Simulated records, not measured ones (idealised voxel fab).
Herein follows the process module entitled voxel air gaps.
Displayed cross-section: cut, width of 210 nm, square cells sized 5 nm.
Think of the cross-section as a grid of square cells. We describe it in bands, top to bottom, and each band covers one or more rows of those cells.
Top height, bottom height, nm. Materials left to right, width each, nm. Single material + "full width" = fills band edge to edge. "air" = empty.
Basically, 0 is our baseline, since under it the wafer straight out of the box is all one material. The bottom band has no lower end and keeps on going down, so it looks like "from 0 down".
When a width is written as two numbers, as in "30->40", the first number is the width in the top row of cells of the band and the second is the width in its bottom row, and the width changes by the same amount from each row to the next.
What does "stayed the same" mean for a step? It means no cell of the cross-section changed in that step.
What "Sealed-off cavities" gives you is every empty space of 8 cells or more that is cut off from the top. Each appears as width x height at distance, with the distance taken from the left edge and width, height and distance all in nm.
Note: text after step settings on the step line = simulator remark on that step.
Each step line may optionally specify "overlay nm", which for a step with a mask gives the rightward distance between the mask's planned place and where it lay, a negative value indicating the leftward direction.
Reading key. Pairs: pre-step and post-step cross-section, one process step apart; post-step view only to lowest changed band. Step between + settings: beneath pair. Runs: pairs may be from different runs of this module, same starting wafer. Continuation from pair above: only where "Pre-step section" entry says.
Pre-step section
> from 0 down = Si full width
> Sealed-off cavities: none
Sectional View, Post-Process
> from 15 to 0 = SiO2 full width
> Beneath the level 0, the cross-section is identical to its previous state.
> Sealed-off cavities: none
What was done to get from the upper cross-section to the lower one? CONFORMAL_DEP,material SiO2,thk nm 15
Pre-step section: carried over from the after image of the pair right above.
Sectional View, Post-Process
> from 20 to 15 = SiCN full width
> Beneath the level 15, the cross-section is identical to its previous state.
> Sealed-off cavities: none
What was done to get from the upper cross-section to the lower one? CONFORMAL_DEP,material SiCN,thk nm 5
Pre-step section: carried over from the after image of the pair right above.
Sectional View, Post-Process
> from 50 to 20 = SiO2 full width
> Beneath the level 20, the cross-section is identical to its previous state.
> Sealed-off cavities: none
What was done to get from the upper cross-section to the lower one? DIRECTIONAL_DEP,material SiO2,thk nm 30
Pre-step section: carried over from the after image of the pair right above.
Sectional View, Post-Process
> from 60 to 50 = aC full width
> Beneath the level 50, the cross-section is identical to its previous state.
> Sealed-off cavities: none
What was done to get from the upper cross-section to the lower one? DIRECTIONAL_DEP,material aC,thk nm 10
Pre-step section: carried over from the after image of the pair right above.
Sectional View, Post-Process
> from 90 to 60 = resist (20), air (20), resist (30), air (20), resist (30), air (20), resist (30), air (20), resist (20)
> Beneath the level 60, the cross-section is identical to its previous state.
> Sealed-off cavities: none
What was done to get from the upper cross-section to the lower one? PATTERN,tone open,mask id LINES,material resist,width nm 20,pitch nm 50,thk nm 30,overlay nm 0
Pre-step section: carried over from the after image of the pair right above.
Sectional View, Post-Process
> from 80 to 60 = resist (20), air (20), resist (30), air (20), resist (30), air (20), resist (30), air (20), resist (20)
> from 60 to 50 = aC (20), air (20), aC (30), air (20), aC (30), air (20), aC (30), air (20), aC (20)
> Beneath the level 50, the cross-section is identical to its previous state.
> Sealed-off cavities: none
What was done to get from the upper cross-section to the lower one? DIRECTIONAL_ETCH,etch materials aC,depth nm 10
Pre-step section: carried over from the after image of the pair right above.
Sectional View, Post-Process
> from 60 to 50 = aC (20), air (20), aC (30), air (20), aC (30), air (20), aC (30), air (20), aC (20)
> Beneath the level 50, the cross-section is identical to its previous state.
> Sealed-off cavities: none
What was done to get from the upper cross-section to the lower one? STRIP,etch materials resist
Pre-step section: carried over from the after image of the pair right above.
Sectional View, Post-Process
> from 60 to 50 = aC (20), air (20), aC (30), air (20), aC (30), air (20), aC (30), air (20), aC (20)
> from 50 to 20 = SiO2 (20), air (20), SiO2 (30), air (20), SiO2 (30), air (20), SiO2 (30), air (20), SiO2 (20)
> Beneath the level 20, the cross-section is identical to its previous state.
> Sealed-off cavities: none
What was done to get from the upper cross-section to the lower one? DIRECTIONAL_ETCH,etch materials SiO2,depth nm 30
Pre-step section: carried over from the after image of the pair right above.
Sectional View, Post-Process
> from 50 to 20 = SiO2 (20), air (20), SiO2 (30), air (20), SiO2 (30), air (20), SiO2 (30), air (20), SiO2 (20)
> Beneath the level 20, the cross-section is identical to its previous state.
> Sealed-off cavities: none
What was done to get from the upper cross-section to the lower one? STRIP,etch materials aC
Pre-step section: carried over from the after image of the pair right above.
Sectional View, Post-Process
> from 55 to 50 = TiN (25), air (10), TiN (40), air (10), TiN (40), air (10), TiN (40), air (10), TiN (25)
> from 50 to 25 = SiO2 (20), TiN (5), air (10), TiN (5), SiO2 (30), TiN (5), air (10), TiN (5), SiO2 (30), TiN (5), air (10), TiN (5), SiO2 (30), TiN (5), air (10), TiN (5), SiO2 (20)
> from 25 to 20 = SiO2 (20), TiN (20), SiO2 (30), TiN (20), SiO2 (30), TiN (20), SiO2 (30), TiN (20), SiO2 (20)
> Beneath the level 20, the cross-section is identical to its previous state.
> Sealed-off cavities: none
What was done to get from the upper cross-section to the lower one? CONFORMAL_DEP,material TiN,thk nm 5
Pre-step section: carried over from the after image of the pair right above.
Sectional View, Post-Process
> from 60 to 55 = W full width
> from 55 to 50 = TiN (25), W (10), TiN (40), W (10), TiN (40), W (10), TiN (40), W (10), TiN (25)
> from 50 to 25 = SiO2 (20), TiN (5), W (10), TiN (5), SiO2 (30), TiN (5), W (10), TiN (5), SiO2 (30), TiN (5), W (10), TiN (5), SiO2 (30), TiN (5), W (10), TiN (5), SiO2 (20)
> Beneath the level 25, the cross-section is identical to its previous state.
> Sealed-off cavities: none
What was done to get from the upper cross-section to the lower one? FILL_DEP,material W,thk nm 5
Pre-step section: carried over from the after image of the pair right above.
Sectional View, Post-Process
> from 50 to 25 = SiO2 (20), TiN (5), W (10), TiN (5), SiO2 (30), TiN (5), W (10), TiN (5), SiO2 (30), TiN (5), W (10), TiN (5), SiO2 (30), TiN (5), W (10), TiN (5), SiO2 (20)
> Beneath the level 25, the cross-section is identical to its previous state.
> Sealed-off cavities: none
What was done to get from the upper cross-section to the lower one? CMP,height nm 50
Pre-step section: carried over from the after image of the pair right above.
Sectional View, Post-Process
> from 60 to 50 = air (10), Ru (40), air (10), Ru (40), air (10), Ru (40), air (10), Ru (40), air (10)
> Beneath the level 50, the cross-section is identical to its previous state.
> Sealed-off cavities: none
What was done to get from the upper cross-section to the lower one? EPI,material Ru,thk nm 10
Pre-step section: carried over from the after image of the pair right above.
Sectional View, Post-Process
> from 60 to 50 = air (10), Ru (40), air (10), Ru (40), air (10), Ru (40), air (10), Ru (40), air (10)
> from 50 to 25 = air (20), TiN (5), W (10), TiN (5), air (30), TiN (5), W (10), TiN (5), air (30), TiN (5), W (10), TiN (5), air (30), TiN (5), W (10), TiN (5), air (20)
> from 25 to 20 = air (20), TiN (20), air (30), TiN (20), air (30), TiN (20), air (30), TiN (20), air (20)
> Beneath the level 20, the cross-section is identical to its previous state.
> Sealed-off cavities: none
What was done to get from the upper cross-section to the lower one? SELECTIVE_ETCH,etch materials SiO2,depth nm 40
Pre-step section: carried over from the after image of the pair right above.
Sectional View, Post-Process
> from 65 to 60 = air (5), SiCN (200), air (5)
> from 60 to 50 = air (5), SiCN (5), Ru (40), SiCN (10), Ru (40), SiCN (10), Ru (40), SiCN (10), Ru (40), SiCN (5), air (5)
> from 50 to 45 = air (5), SiCN (15), TiN (5), W (10), TiN (5), SiCN (30), TiN (5), W (10), TiN (5), SiCN (30), TiN (5), W (10), TiN (5), SiCN (30), TiN (5), W (10), TiN (5), SiCN (15), air (5)
> from 45 to 25 = air (15), SiCN (5), TiN (5), W (10), TiN (5), SiCN (5), air (20), SiCN (5), TiN (5), W (10), TiN (5), SiCN (5), air (20), SiCN (5), TiN (5), W (10), TiN (5), SiCN (5), air (20), SiCN (5), TiN (5), W (10), TiN (5), SiCN (5), air (15)
> from 25 to 20 = SiCN (20), TiN (20), SiCN (30), TiN (20), SiCN (30), TiN (20), SiCN (30), TiN (20), SiCN (20)
> Beneath the level 20, the cross-section is identical to its previous state.
> Sealed-off cavities: 20 x 20 at 45; 20 x 20 at 95; 20 x 20 at 145
What was done to get from the upper cross-section to the lower one? CONFORMAL_DEP,material SiCN,thk nm 5
Pre-step section
> from 15 to 0 = SiO2 full width
> from 0 down = Si full width
> Sealed-off cavities: none
Sectional View, Post-Process
> from 45 to 0 = SiO2 full width
> Beneath the level 0, the cross-section is identical to its previous state.
> Sealed-off cavities: none
What was done to get from the upper cross-section to the lower one? DIRECTIONAL_DEP,material SiO2,thk nm 30
Pre-step section: carried over from the after image of the pair right above.
Sectional View, Post-Process
> from 55 to 45 = aC full width
> Beneath the level 45, the cross-section is identical to its previous state.
> Sealed-off cavities: none
What was done to get from the upper cross-section to the lower one? DIRECTIONAL_DEP,material aC,thk nm 10
Pre-step section: carried over from the after image of the pair right above.
Sectional View, Post-Process
> from 85 to 55 = resist (20), air (20), resist (30), air (20), resist (30), air (20), resist (30), air (20), resist (20)
> Beneath the level 55, the cross-section is identical to its previous state.
> Sealed-off cavities: none
What was done to get from the upper cross-section to the lower one? PATTERN,tone open,mask id LINES,material resist,width nm 20,pitch nm 50,thk nm 30,overlay nm 0
Pre-step section: carried over from the after image of the pair right above.
Sectional View, Post-Process
> from 75 to 55 = resist (20), air (20), resist (30), air (20), resist (30), air (20), resist (30), air (20), resist (20)
> from 55 to 45 = aC (20), air (20), aC (30), air (20), aC (30), air (20), aC (30), air (20), aC (20)
> Beneath the level 45, the cross-section is identical to its previous state.
> Sealed-off cavities: none
What was done to get from the upper cross-section to the lower one? DIRECTIONAL_ETCH,etch materials aC,depth nm 10
Pre-step section: carried over from the after image of the pair right above.
Sectional View, Post-Process
> from 55 to 45 = aC (20), air (20), aC (30), air (20), aC (30), air (20), aC (30), air (20), aC (20)
> Beneath the level 45, the cross-section is identical to its previous state.
> Sealed-off cavities: none
What was done to get from the upper cross-section to the lower one? STRIP,etch materials resist
Pre-step section: carried over from the after image of the pair right above.
Sectional View, Post-Process
> from 55 to 45 = aC (20), air (20), aC (30), air (20), aC (30), air (20), aC (30), air (20), aC (20)
> from 45 to 15 = SiO2 (20), air (20), SiO2 (30), air (20), SiO2 (30), air (20), SiO2 (30), air (20), SiO2 (20)
> Beneath the level 15, the cross-section is identical to its previous state.
> Sealed-off cavities: none
What was done to get from the upper cross-section to the lower one? DIRECTIONAL_ETCH,etch materials SiO2,depth nm 30
Pre-step section: carried over from the after image of the pair right above.
Sectional View, Post-Process
> from 45 to 15 = SiO2 (20), air (20), SiO2 (30), air (20), SiO2 (30), air (20), SiO2 (30), air (20), SiO2 (20)
> Beneath the level 15, the cross-section is identical to its previous state.
> Sealed-off cavities: none
What was done to get from the upper cross-section to the lower one? STRIP,etch materials aC
Pre-step section: carried over from the after image of the pair right above.
Sectional View, Post-Process
> from 50 to 45 = TiN (25), air (10), TiN (40), air (10), TiN (40), air (10), TiN (40), air (10), TiN (25)
> from 45 to 20 = SiO2 (20), TiN (5), air (10), TiN (5), SiO2 (30), TiN (5), air (10), TiN (5), SiO2 (30), TiN (5), air (10), TiN (5), SiO2 (30), TiN (5), air (10), TiN (5), SiO2 (20)
> from 20 to 15 = SiO2 (20), TiN (20), SiO2 (30), TiN (20), SiO2 (30), TiN (20), SiO2 (30), TiN (20), SiO2 (20)
> Beneath the level 15, the cross-section is identical to its previous state.
> Sealed-off cavities: none
What was done to get from the upper cross-section to the lower one? CONFORMAL_DEP,material TiN,thk nm 5
Pre-step section: carried over from the after image of the pair right above.
Sectional View, Post-Process
> from 55 to 50 = W full width
> from 50 to 45 = TiN (25), W (10), TiN (40), W (10), TiN (40), W (10), TiN (40), W (10), TiN (25)
> from 45 to 20 = SiO2 (20), TiN (5), W (10), TiN (5), SiO2 (30), TiN (5), W (10), TiN (5), SiO2 (30), TiN (5), W (10), TiN (5), SiO2 (30), TiN (5), W (10), TiN (5), SiO2 (20)
> Beneath the level 20, the cross-section is identical to its previous state.
> Sealed-off cavities: none
What was done to get from the upper cross-section to the lower one? FILL_DEP,material W,thk nm 5
Pre-step section: carried over from the after image of the pair right above.
Sectional View, Post-Process
> from 50 to 45 = TiN (25), W (10), TiN (40), W (10), TiN (40), W (10), TiN (40), W (10), TiN (25)
> Beneath the level 45, the cross-section is identical to its previous state.
> Sealed-off cavities: none
What was done to get from the upper cross-section to the lower one? CMP,height nm 50
Pre-step section: carried over from the after image of the pair right above.
Sectional View, Post-Process
> from 60 to 50 = Ru full width
> Beneath the level 50, the cross-section is identical to its previous state.
> Sealed-off cavities: none
What was done to get from the upper cross-section to the lower one? EPI,material Ru,thk nm 10
Pre-step section: carried over from the after image of the pair right above.
Sectional View, Post-Process
> from 65 to 60 = SiCN full width
> Beneath the level 60, the cross-section is identical to its previous state.
> Sealed-off cavities: none
What was done to get from the upper cross-section to the lower one? CONFORMAL_DEP,material SiCN,thk nm 5
Pre-step section
> from 15 to 0 = SiO2 full width
> from 0 down = Si full width
> Sealed-off cavities: none
Sectional View, Post-Process
> from 30 to 0 = SiO2 full width
> Beneath the level 0, the cross-section is identical to its previous state.
> Sealed-off cavities: none
What was done to get from the upper cross-section to the lower one? CONFORMAL_DEP,material SiO2,thk nm 15
Pre-step section: carried over from the after image of the pair right above.
Sectional View, Post-Process
> from 35 to 30 = SiCN full width
> Beneath the level 30, the cross-section is identical to its previous state.
> Sealed-off cavities: none
What was done to get from the upper cross-section to the lower one? CONFORMAL_DEP,material SiCN,thk nm 5
Pre-step section: carried over from the after image of the pair right above.
Sectional View, Post-Process
> from 65 to 35 = SiO2 full width
> Beneath the level 35, the cross-section is identical to its previous state.
> Sealed-off cavities: none
What was done to get from the upper cross-section to the lower one? DIRECTIONAL_DEP,material SiO2,thk nm 30
Pre-step section: carried over from the after image of the pair right above.
Sectional View, Post-Process
> from 75 to 65 = aC full width
> Beneath the level 65, the cross-section is identical to its previous state.
> Sealed-off cavities: none
What was done to get from the upper cross-section to the lower one? DIRECTIONAL_DEP,material aC,thk nm 10
Pre-step section: carried over from the after image of the pair right above.
Sectional View, Post-Process
> from 105 to 75 = resist (20), air (20), resist (30), air (20), resist (30), air (20), resist (30), air (20), resist (20)
> Beneath the level 75, the cross-section is identical to its previous state.
> Sealed-off cavities: none
What was done to get from the upper cross-section to the lower one? PATTERN,tone open,mask id LINES,material resist,width nm 20,pitch nm 50,thk nm 30,overlay nm 0
Pre-step section: carried over from the after image of the pair right above.
Sectional View, Post-Process
> from 95 to 75 = resist (20), air (20), resist (30), air (20), resist (30), air (20), resist (30), air (20), resist (20)
> from 75 to 65 = aC (20), air (20), aC (30), air (20), aC (30), air (20), aC (30), air (20), aC (20)
> Beneath the level 65, the cross-section is identical to its previous state.
> Sealed-off cavities: none
What was done to get from the upper cross-section to the lower one? DIRECTIONAL_ETCH,etch materials aC,depth nm 10
Pre-step section: carried over from the after image of the pair right above.
Sectional View, Post-Process
> from 75 to 65 = aC (20), air (20), aC (30), air (20), aC (30), air (20), aC (30), air (20), aC (20)
> Beneath the level 65, the cross-section is identical to its previous state.
> Sealed-off cavities: none
What was done to get from the upper cross-section to the lower one? STRIP,etch materials resist
Pre-step section: carried over from the after image of the pair right above.
Sectional View, Post-Process
> from 75 to 65 = aC (20), air (20), aC (30), air (20), aC (30), air (20), aC (30), air (20), aC (20)
> from 65 to 35 = SiO2 (20), air (20), SiO2 (30), air (20), SiO2 (30), air (20), SiO2 (30), air (20), SiO2 (20)
> Beneath the level 35, the cross-section is identical to its previous state.
> Sealed-off cavities: none
What was done to get from the upper cross-section to the lower one? DIRECTIONAL_ETCH,etch materials SiO2,depth nm 30
Pre-step section: carried over from the after image of the pair right above.
Sectional View, Post-Process
> from 65 to 35 = SiO2 (20), air (20), SiO2 (30), air (20), SiO2 (30), air (20), SiO2 (30), air (20), SiO2 (20)
> Beneath the level 35, the cross-section is identical to its previous state.
> Sealed-off cavities: none
What was done to get from the upper cross-section to the lower one? STRIP,etch materials aC
Pre-step section: carried over from the after image of the pair right above.
Sectional View, Post-Process
> from 70 to 65 = TiN (25), air (10), TiN (40), air (10), TiN (40), air (10), TiN (40), air (10), TiN (25)
> from 65 to 40 = SiO2 (20), TiN (5), air (10), TiN (5), SiO2 (30), TiN (5), air (10), TiN (5), SiO2 (30), TiN (5), air (10), TiN (5), SiO2 (30), TiN (5), air (10), TiN (5), SiO2 (20)
> from 40 to 35 = SiO2 (20), TiN (20), SiO2 (30), TiN (20), SiO2 (30), TiN (20), SiO2 (30), TiN (20), SiO2 (20)
> Beneath the level 35, the cross-section is identical to its previous state.
> Sealed-off cavities: none
What was done to get from the upper cross-section to the lower one? CONFORMAL_DEP,material TiN,thk nm 5
Pre-step section: carried over from the after image of the pair right above.
Sectional View, Post-Process
> from 75 to 70 = W full width
> from 70 to 65 = TiN (25), W (10), TiN (40), W (10), TiN (40), W (10), TiN (40), W (10), TiN (25)
> from 65 to 40 = SiO2 (20), TiN (5), W (10), TiN (5), SiO2 (30), TiN (5), W (10), TiN (5), SiO2 (30), TiN (5), W (10), TiN (5), SiO2 (30), TiN (5), W (10), TiN (5), SiO2 (20)
> Beneath the level 40, the cross-section is identical to its previous state.
> Sealed-off cavities: none
What was done to get from the upper cross-section to the lower one? FILL_DEP,material W,thk nm 5
Pre-step section: carried over from the after image of the pair right above.
Sectional View, Post-Process
> from 50 to 40 = SiO2 (20), TiN (5), W (10), TiN (5), SiO2 (30), TiN (5), W (10), TiN (5), SiO2 (30), TiN (5), W (10), TiN (5), SiO2 (30), TiN (5), W (10), TiN (5), SiO2 (20)
> Beneath the level 40, the cross-section is identical to its previous state.
> Sealed-off cavities: none
What was done to get from the upper cross-section to the lower one? CMP,height nm 50
Pre-step section: carried over from the after image of the pair right above.
Sectional View, Post-Process
> from 60 to 50 = air (10), Ru (40), air (10), Ru (40), air (10), Ru (40), air (10), Ru (40), air (10)
> Beneath the level 50, the cross-section is identical to its previous state.
> Sealed-off cavities: none
What was done to get from the upper cross-section to the lower one? EPI,material Ru,thk nm 10
Pre-step section: carried over from the after image of the pair right above.
Sectional View, Post-Process
> from 60 to 50 = air (10), Ru (40), air (10), Ru (40), air (10), Ru (40), air (10), Ru (40), air (10)
> from 50 to 40 = air (20), TiN (5), W (10), TiN (5), air (30), TiN (5), W (10), TiN (5), air (30), TiN (5), W (10), TiN (5), air (30), TiN (5), W (10), TiN (5), air (20)
> from 40 to 35 = air (20), TiN (20), air (30), TiN (20), air (30), TiN (20), air (30), TiN (20), air (20)
> Beneath the level 35, the cross-section is identical to its previous state.
> Sealed-off cavities: none
What was done to get from the upper cross-section to the lower one? SELECTIVE_ETCH,etch materials SiO2,depth nm 40
Pre-step section: carried over from the after image of the pair right above.
Sectional View, Post-Process
> from 65 to 60 = air (5), SiCN (200), air (5)
> from 60 to 50 = air (5), SiCN (5), Ru (40), SiCN (10), Ru (40), SiCN (10), Ru (40), SiCN (10), Ru (40), SiCN (5), air (5)
> from 50 to 45 = air (5), SiCN (15), TiN (5), W (10), TiN (5), SiCN (30), TiN (5), W (10), TiN (5), SiCN (30), TiN (5), W (10), TiN (5), SiCN (30), TiN (5), W (10), TiN (5), SiCN (15), air (5)
> from 45 to 40 = air (15), SiCN (5), TiN (5), W (10), TiN (5), SiCN (5), air (20), SiCN (5), TiN (5), W (10), TiN (5), SiCN (5), air (20), SiCN (5), TiN (5), W (10), TiN (5), SiCN (5), air (20), SiCN (5), TiN (5), W (10), TiN (5), SiCN (5), air (15)
> from 40 to 35 = SiCN (20), TiN (20), SiCN (30), TiN (20), SiCN (30), TiN (20), SiCN (30), TiN (20), SiCN (20)
> Beneath the level 35, the cross-section is identical to its previous state.
> Sealed-off cavities: none
What was done to get from the upper cross-section to the lower one? CONFORMAL_DEP,material SiCN,thk nm 5
Pre-step section
> from 50 to 25 = SiO2 (20), TiN (5), W (10), TiN (5), SiO2 (30), TiN (5), W (10), TiN (5), SiO2 (30), TiN (5), W (10), TiN (5), SiO2 (30), TiN (5), W (10), TiN (5), SiO2 (20)
> from 25 to 20 = SiO2 (20), TiN (20), SiO2 (30), TiN (20), SiO2 (30), TiN (20), SiO2 (30), TiN (20), SiO2 (20)
> from 20 to 15 = SiCN full width
> from 15 to 0 = SiO2 full width
> from 0 down = Si full width
> Sealed-off cavities: none
Sectional View, Post-Process
> from 50 to 25 = air (20), TiN (5), W (10), TiN (5), air (30), TiN (5), W (10), TiN (5), air (30), TiN (5), W (10), TiN (5), air (30), TiN (5), W (10), TiN (5), air (20)
> from 25 to 20 = air (20), TiN (20), air (30), TiN (20), air (30), TiN (20), air (30), TiN (20), air (20)
> Beneath the level 20, the cross-section is identical to its previous state.
> Sealed-off cavities: none
What was done to get from the upper cross-section to the lower one? SELECTIVE_ETCH,etch materials SiO2,depth nm 40
Pre-step section: carried over from the after image of the pair right above.
Sectional View, Post-Process
> from 60 to 50 = air (10), Ru (40), air (10), Ru (40), air (10), Ru (40), air (10), Ru (40), air (10)
> from 50 to 25 = air (10), Ru (10), TiN (5), W (10), TiN (5), Ru (10), air (10), Ru (10), TiN (5), W (10), TiN (5), Ru (10), air (10), Ru (10), TiN (5), W (10), TiN (5), Ru (10), air (10), Ru (10), TiN (5), W (10), TiN (5), Ru (10), air (10)
> from 25 to 20 = air (10), Ru (10), TiN (20), Ru (10), air (10), Ru (10), TiN (20), Ru (10), air (10), Ru (10), TiN (20), Ru (10), air (10), Ru (10), TiN (20), Ru (10), air (10)
> Beneath the level 20, the cross-section is identical to its previous state.
> Sealed-off cavities: none
What was done to get from the upper cross-section to the lower one? EPI,material Ru,thk nm 10
Pre-step section: carried over from the after image of the pair right above.
Sectional View, Post-Process
> from 65 to 60 = air (5), SiCN (200), air (5)
> from 60 to 50 = air (5), SiCN (5), Ru (40), SiCN (10), Ru (40), SiCN (10), Ru (40), SiCN (10), Ru (40), SiCN (5), air (5)
> from 50 to 25 = air (5), SiCN (5), Ru (10), TiN (5), W (10), TiN (5), Ru (10), SiCN (10), Ru (10), TiN (5), W (10), TiN (5), Ru (10), SiCN (10), Ru (10), TiN (5), W (10), TiN (5), Ru (10), SiCN (10), Ru (10), TiN (5), W (10), TiN (5), Ru (10), SiCN (5), air (5)
> from 25 to 20 = SiCN (10), Ru (10), TiN (20), Ru (10), SiCN (10), Ru (10), TiN (20), Ru (10), SiCN (10), Ru (10), TiN (20), Ru (10), SiCN (10), Ru (10), TiN (20), Ru (10), SiCN (10)
> Beneath the level 20, the cross-section is identical to its previous state.
> Sealed-off cavities: none
What was done to get from the upper cross-section to the lower one? CONFORMAL_DEP,material SiCN,thk nm 5
Pre-step section
> from 20 to 15 = SiCN full width
> from 15 to 0 = SiO2 full width
> from 0 down = Si full width
> Sealed-off cavities: none
Sectional View, Post-Process
> from 45 to 20 = SiO2 full width
> Beneath the level 20, the cross-section is identical to its previous state.
> Sealed-off cavities: none
What was done to get from the upper cross-section to the lower one? DIRECTIONAL_DEP,material SiO2,thk nm 25
Pre-step section: carried over from the after image of the pair right above.
Sectional View, Post-Process
> from 55 to 45 = aC full width
> Beneath the level 45, the cross-section is identical to its previous state.
> Sealed-off cavities: none
What was done to get from the upper cross-section to the lower one? DIRECTIONAL_DEP,material aC,thk nm 10
Pre-step section: carried over from the after image of the pair right above.
Sectional View, Post-Process
> from 85 to 55 = resist (20), air (20), resist (30), air (20), resist (30), air (20), resist (30), air (20), resist (20)
> Beneath the level 55, the cross-section is identical to its previous state.
> Sealed-off cavities: none
What was done to get from the upper cross-section to the lower one? PATTERN,tone open,mask id LINES,material resist,width nm 20,pitch nm 50,thk nm 30,overlay nm 0
Pre-step section: carried over from the after image of the pair right above.
Sectional View, Post-Process
> from 75 to 55 = resist (20), air (20), resist (30), air (20), resist (30), air (20), resist (30), air (20), resist (20)
> from 55 to 45 = aC (20), air (20), aC (30), air (20), aC (30), air (20), aC (30), air (20), aC (20)
> Beneath the level 45, the cross-section is identical to its previous state.
> Sealed-off cavities: none
What was done to get from the upper cross-section to the lower one? DIRECTIONAL_ETCH,etch materials aC,depth nm 10
Pre-step section: carried over from the after image of the pair right above.
Sectional View, Post-Process
> from 55 to 45 = aC (20), air (20), aC (30), air (20), aC (30), air (20), aC (30), air (20), aC (20)
> Beneath the level 45, the cross-section is identical to its previous state.
> Sealed-off cavities: none
What was done to get from the upper cross-section to the lower one? STRIP,etch materials resist
Pre-step section: carried over from the after image of the pair right above.
Sectional View, Post-Process
> from 55 to 45 = aC (20), air (20), aC (30), air (20), aC (30), air (20), aC (30), air (20), aC (20)
> from 45 to 20 = SiO2 (20), air (20), SiO2 (30), air (20), SiO2 (30), air (20), SiO2 (30), air (20), SiO2 (20)
> Beneath the level 20, the cross-section is identical to its previous state.
> Sealed-off cavities: none
What was done to get from the upper cross-section to the lower one? DIRECTIONAL_ETCH,etch materials SiO2,depth nm 30
Pre-step section: carried over from the after image of the pair right above.
Sectional View, Post-Process
> from 45 to 20 = SiO2 (20), air (20), SiO2 (30), air (20), SiO2 (30), air (20), SiO2 (30), air (20), SiO2 (20)
> Beneath the level 20, the cross-section is identical to its previous state.
> Sealed-off cavities: none
What was done to get from the upper cross-section to the lower one? STRIP,etch materials aC
Pre-step section: carried over from the after image of the pair right above.
Sectional View, Post-Process
> from 50 to 45 = TiN (25), air (10), TiN (40), air (10), TiN (40), air (10), TiN (40), air (10), TiN (25)
> from 45 to 25 = SiO2 (20), TiN (5), air (10), TiN (5), SiO2 (30), TiN (5), air (10), TiN (5), SiO2 (30), TiN (5), air (10), TiN (5), SiO2 (30), TiN (5), air (10), TiN (5), SiO2 (20)
> from 25 to 20 = SiO2 (20), TiN (20), SiO2 (30), TiN (20), SiO2 (30), TiN (20), SiO2 (30), TiN (20), SiO2 (20)
> Beneath the level 20, the cross-section is identical to its previous state.
> Sealed-off cavities: none
What was done to get from the upper cross-section to the lower one? CONFORMAL_DEP,material TiN,thk nm 5
Pre-step section: carried over from the after image of the pair right above.
Sectional View, Post-Process
> from 55 to 50 = W full width
> from 50 to 45 = TiN (25), W (10), TiN (40), W (10), TiN (40), W (10), TiN (40), W (10), TiN (25)
> from 45 to 25 = SiO2 (20), TiN (5), W (10), TiN (5), SiO2 (30), TiN (5), W (10), TiN (5), SiO2 (30), TiN (5), W (10), TiN (5), SiO2 (30), TiN (5), W (10), TiN (5), SiO2 (20)
> Beneath the level 25, the cross-section is identical to its previous state.
> Sealed-off cavities: none
What was done to get from the upper cross-section to the lower one? FILL_DEP,material W,thk nm 5
Pre-step section: carried over from the after image of the pair right above.
Sectional View, Post-Process
> from 50 to 45 = TiN (25), W (10), TiN (40), W (10), TiN (40), W (10), TiN (40), W (10), TiN (25)
> Beneath the level 45, the cross-section is identical to its previous state.
> Sealed-off cavities: none
What was done to get from the upper cross-section to the lower one? CMP,height nm 50
Pre-step section: carried over from the after image of the pair right above.
Sectional View, Post-Process
> from 60 to 50 = Ru full width
> Beneath the level 50, the cross-section is identical to its previous state.
> Sealed-off cavities: none
What was done to get from the upper cross-section to the lower one? EPI,material Ru,thk nm 10
Pre-step section: carried over from the after image of the pair right above.
Sectional View, Post-Process
> from 65 to 60 = SiCN full width
> Beneath the level 60, the cross-section is identical to its previous state.
> Sealed-off cavities: none
What was done to get from the upper cross-section to the lower one? CONFORMAL_DEP,material SiCN,thk nm 5
Pre-step section
> from 60 to 50 = aC full width
> from 50 to 20 = SiO2 full width
> from 20 to 15 = SiCN full width
> from 15 to 0 = SiO2 full width
> from 0 down = Si full width
> Sealed-off cavities: none
Sectional View, Post-Process
> from 90 to 60 = resist (20), air (25), resist (25), air (25), resist (25), air (25), resist (25), air (25), resist (15)
> Beneath the level 60, the cross-section is identical to its previous state.
> Sealed-off cavities: none
What was done to get from the upper cross-section to the lower one? PATTERN,tone open,mask id LINES,material resist,width nm 25,pitch nm 50,thk nm 30,overlay nm 0
Pre-step section: carried over from the after image of the pair right above.
Sectional View, Post-Process
> from 80 to 60 = resist (20), air (25), resist (25), air (25), resist (25), air (25), resist (25), air (25), resist (15)
> from 60 to 50 = aC (20), air (25), aC (25), air (25), aC (25), air (25), aC (25), air (25), aC (15)
> Beneath the level 50, the cross-section is identical to its previous state.
> Sealed-off cavities: none
What was done to get from the upper cross-section to the lower one? DIRECTIONAL_ETCH,etch materials aC,depth nm 10
Pre-step section: carried over from the after image of the pair right above.
Sectional View, Post-Process
> from 60 to 50 = aC (20), air (25), aC (25), air (25), aC (25), air (25), aC (25), air (25), aC (15)
> Beneath the level 50, the cross-section is identical to its previous state.
> Sealed-off cavities: none
What was done to get from the upper cross-section to the lower one? STRIP,etch materials resist
Pre-step section: carried over from the after image of the pair right above.
Sectional View, Post-Process
> from 60 to 50 = aC (20), air (25), aC (25), air (25), aC (25), air (25), aC (25), air (25), aC (15)
> from 50 to 20 = SiO2 (20), air (25), SiO2 (25), air (25), SiO2 (25), air (25), SiO2 (25), air (25), SiO2 (15)
> Beneath the level 20, the cross-section is identical to its previous state.
> Sealed-off cavities: none
What was done to get from the upper cross-section to the lower one? DIRECTIONAL_ETCH,etch materials SiO2,depth nm 30
Pre-step section: carried over from the after image of the pair right above.
Sectional View, Post-Process
> from 50 to 20 = SiO2 (20), air (25), SiO2 (25), air (25), SiO2 (25), air (25), SiO2 (25), air (25), SiO2 (15)
> Beneath the level 20, the cross-section is identical to its previous state.
> Sealed-off cavities: none
What was done to get from the upper cross-section to the lower one? STRIP,etch materials aC
Pre-step section: carried over from the after image of the pair right above.
Sectional View, Post-Process
> from 55 to 50 = TiN (25), air (15), TiN (35), air (15), TiN (35), air (15), TiN (35), air (15), TiN (20)
> from 50 to 25 = SiO2 (20), TiN (5), air (15), TiN (5), SiO2 (25), TiN (5), air (15), TiN (5), SiO2 (25), TiN (5), air (15), TiN (5), SiO2 (25), TiN (5), air (15), TiN (5), SiO2 (15)
> from 25 to 20 = SiO2 (20), TiN (25), SiO2 (25), TiN (25), SiO2 (25), TiN (25), SiO2 (25), TiN (25), SiO2 (15)
> Beneath the level 20, the cross-section is identical to its previous state.
> Sealed-off cavities: none
What was done to get from the upper cross-section to the lower one? CONFORMAL_DEP,material TiN,thk nm 5
